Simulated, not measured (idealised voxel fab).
The document below concerns the process module designated voxel lift off.
Shown is cross-section cut, with a width of 200 nm and square cells of size 5 nm.
Think of the cross-section as a grid of square cells. We describe it in bands, top to bottom, and each band covers one or more rows of those cells.
Top height, bottom height, nm. Materials left to right, width each, nm. Single material + "all across" = fills band edge to edge. "air" = empty.
Heights are measured from 0, the level below which the as-received wafer is all one material; the lowest band has no bottom and continues downward, written as in "0 down".
The notation "30 to 40" denotes a width that varies across the rows of cells in the band, beginning at the first number in the top row, finishing at the second number in the bottom row, and changing by an identical amount from each row to the next.
"remained unchanged" means the step left every cell of the cross-section as it was.
Each empty space that has no open way to the top and spans at least 8 cells appears under "Tabulated closed voids" as width x height at distance, the distance counted from the left edge, all in nm.
Past the settings on a step's line: simulator remark, on that step.
"overlay nm" denotes, for a step that has a mask, the displacement of the mask to the right of its planned place, with negative values corresponding to the left.

-- The steps planned for the process are as follows
1. RECEIVE: material Si
2. CONFORMAL_DEP: material Al2O3, thk nm 5
3. PATTERN: tone open, mask id LINES, material resist, width nm 20, pitch nm 45, thk nm 15, overlay nm 0
4. DIRECTIONAL_DEP: material Ru, thk nm 5
5. STRIP: etch materials resist
6. CONFORMAL_DEP: material SiO2, thk nm 5

-- The following pertains to the first of two wafers, which was processed as planned

-- Incoming wafer in cross-section (state: after step 1)
- 0 down: Si all across
- Tabulated closed voids: none

-- after step 2
- 5 to 0: Al2O3 all across
- All layers under 0 are left as they were.

-- after step 3
- 20 to 5: resist 45, then air 20, then resist 25, then air 20, then resist 25, then air 20, then resist 45
- All layers under 5 are left as they were.

-- after step 4
- 25 to 20: Ru 45, then air 20, then Ru 25, then air 20, then Ru 25, then air 20, then Ru 45
- 20 to 10: resist 45, then air 20, then resist 25, then air 20, then resist 25, then air 20, then resist 45
- 10 to 5: resist 45, then Ru 20, then resist 25, then Ru 20, then resist 25, then Ru 20, then resist 45
- All layers under 5 are left as they were.

-- after step 5
- 10 to 5: air 45, then Ru 20, then air 25, then Ru 20, then air 25, then Ru 20, then air 45
- All layers under 5 are left as they were.

-- after step 6
- 15 to 10: air 40, then SiO2 30, then air 15, then SiO2 30, then air 15, then SiO2 30, then air 40
- 10 to 5: SiO2 45, then Ru 20, then SiO2 25, then Ru 20, then SiO2 25, then Ru 20, then SiO2 45
- All layers under 5 are left as they were.

-- It is to be noted that the second wafer proceeded from the same initial state and according to the same plan as the first, although one mistake was committed in its execution; through step 2, inclusive, the two wafers share an identical history

-- when step 3 should have ended
- 20 to 5: air 45, then resist 20, then air 25, then resist 20, then air 25, then resist 20, then air 45
- All layers under 5 are left as they were.

-- when step 4 should have ended
- 25 to 20: air 45, then Ru 20, then air 25, then Ru 20, then air 25, then Ru 20, then air 45
- 20 to 10: air 45, then resist 20, then air 25, then resist 20, then air 25, then resist 20, then air 45
- 10 to 5: Ru 45, then resist 20, then Ru 25, then resist 20, then Ru 25, then resist 20, then Ru 45
- All layers under 5 are left as they were.

-- when step 5 should have ended
- 10 to 5: Ru 45, then air 20, then Ru 25, then air 20, then Ru 25, then air 20, then Ru 45
- All layers under 5 are left as they were.

-- when step 6 should have ended
- 15 to 10: SiO2 50, then air 10, then SiO2 35, then air 10, then SiO2 35, then air 10, then SiO2 50
- 10 to 5: Ru 45, then SiO2 20, then Ru 25, then SiO2 20, then Ru 25, then SiO2 20, then Ru 45
- All layers under 5 are left as they were.
Here's what went sideways: it should be noted that step 3 was executed with settings other than those planned, the operation and settings actually applied being PATTERN: tone cover, mask id LINES, material resist, width nm 20, pitch nm 45, thk nm 15, overlay nm 0
Count the cells at the end and the second wafer has more or fewer of some materials than the first: 16 more of Ru
